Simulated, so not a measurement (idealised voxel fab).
You're looking at the process module voxel self aligned contacts.
Displayed cross-section: cut, width of 160 nm, square cells sized 5 nm.
If you're reading a cross-section in this doc, picture square cells in a grid; it comes to you as bands, top ones listed first down to the bottom, and a band can be one or more rows of cells.
Basically the band line says how high the top is and how high the bottom is, in nm, and then what's in it from left to right, every material with its width in nm. Empty space shows up as "empty", and if a single material carries "full width" it runs the full band edge to edge.
Basically, 0 is our baseline, since under it the wafer straight out of the box is all one material. The bottom band has no lower end and keeps on going down, so it looks like "from 0 down".
Width spec "30->40" -> top row of cells at first value, bottom row at second value, equal per-row change in between.
Take "stayed the same" at face value: in the step it is given for, the cross-section changed in none of its cells.
So "Encapsulated voids" is basically the list of trapped voids: any empty space of 8 cells or more that can't reach the top through an opening. They're written width x height at distance, the distance being from the left edge, and it's all nm.
Past the settings on a step's line: simulator remark, on that step.
On any step carrying a mask, the "overlay nm" setting, if present on the step's line, tells how far right of its planned place the mask lay; negative values point to the left.

### Set out below are the planned steps of the process
1: RECEIVE [material Si]
2: OXIDIZE [depth nm 5]
3: DIRECTIONAL_DEP [material polySi] [thk nm 25]
4: DIRECTIONAL_DEP [material SiN] [thk nm 20]
5: PATTERN [tone cover] [mask id GATE] [material resist] [width nm 35] [pitch nm 70] [thk nm 15] [overlay nm 0]
6: DIRECTIONAL_ETCH [etch materials SiN] [depth nm 20]
7: DIRECTIONAL_ETCH [etch materials polySi] [depth nm 25]
8: STRIP [etch materials resist]
9: CONFORMAL_DEP [material SiN] [thk nm 5]
10: DIRECTIONAL_ETCH [etch materials SiN] [depth nm 5]
11: FILL_DEP [material SiO2] [thk nm 15]
12: CMP [height nm 50]
13: PATTERN [tone open] [mask id CONTACT] [material resist] [width nm 45] [thk nm 15] [overlay nm 0]
14: DIRECTIONAL_ETCH [etch materials SiO2] [depth nm 55]
15: STRIP [etch materials resist]
16: CONFORMAL_DEP [material TiN] [thk nm 5]
17: FILL_DEP [material Ru] [thk nm 10]
18: CMP [height nm 50]
19: CONFORMAL_DEP [material SiN] [thk nm 5]

### Shown in cross-section is the wafer as received, that is, as it stands after step 1
- from 0 down  Si full width
- Encapsulated voids: none

### Cross-sectional view of the first of the two wafers upon completion of the module, processed in accordance with the plan
- from 55 to 50  SiN full width
- from 50 to 45  SiO2 55 / TiN 15 / Ru 15 / TiN 15 / SiO2 60
- from 45 to 25  SiO2 20 / SiN 45 / TiN 5 / Ru 15 / TiN 5 / SiN 45 / SiO2 25
- from 25 to 0  SiO2 20 / SiN 5 / polySi 35 / SiN 5 / TiN 5 / Ru 15 / TiN 5 / SiN 5 / polySi 35 / SiN 5 / SiO2 25
- from 0 to -5  SiO2 65 / TiN 25 / SiO2 70
- from -5 down  Si full width
- Encapsulated voids: none

### The second wafer, shown in cross-section after the module: started the same way as the first and given the same plan, yet one mistake crept into how it was run
- from 55 to 50  SiN full width
- from 50 to 45  SiO2 55 / TiN 10 / Ru 25 / TiN 10 / SiO2 60
- from 45 to 25  SiO2 25 / SiN 35 / TiN 5 / Ru 25 / TiN 5 / SiN 35 / SiO2 30
- from 25 to 0  SiO2 25 / SiN 5 / polySi 25 / SiN 5 / TiN 5 / Ru 25 / TiN 5 / SiN 5 / polySi 25 / SiN 5 / SiO2 30
- from 0 to -5  SiO2 60 / TiN 35 / SiO2 65
- from -5 down  Si full width
- Encapsulated voids: none
Where did the run depart from the plan? step 5, actual vs plan mismatch, actual run PATTERN [tone cover] [mask id GATE] [material resist] [width nm 25] [pitch nm 70] [thk nm 15] [overlay nm 0]
The final cell counts differ between the wafers, with the second having more or fewer of some materials than the first: 20 more of Ru, 16 fewer of SiN, 16 more of SiO2, 20 fewer of polySi
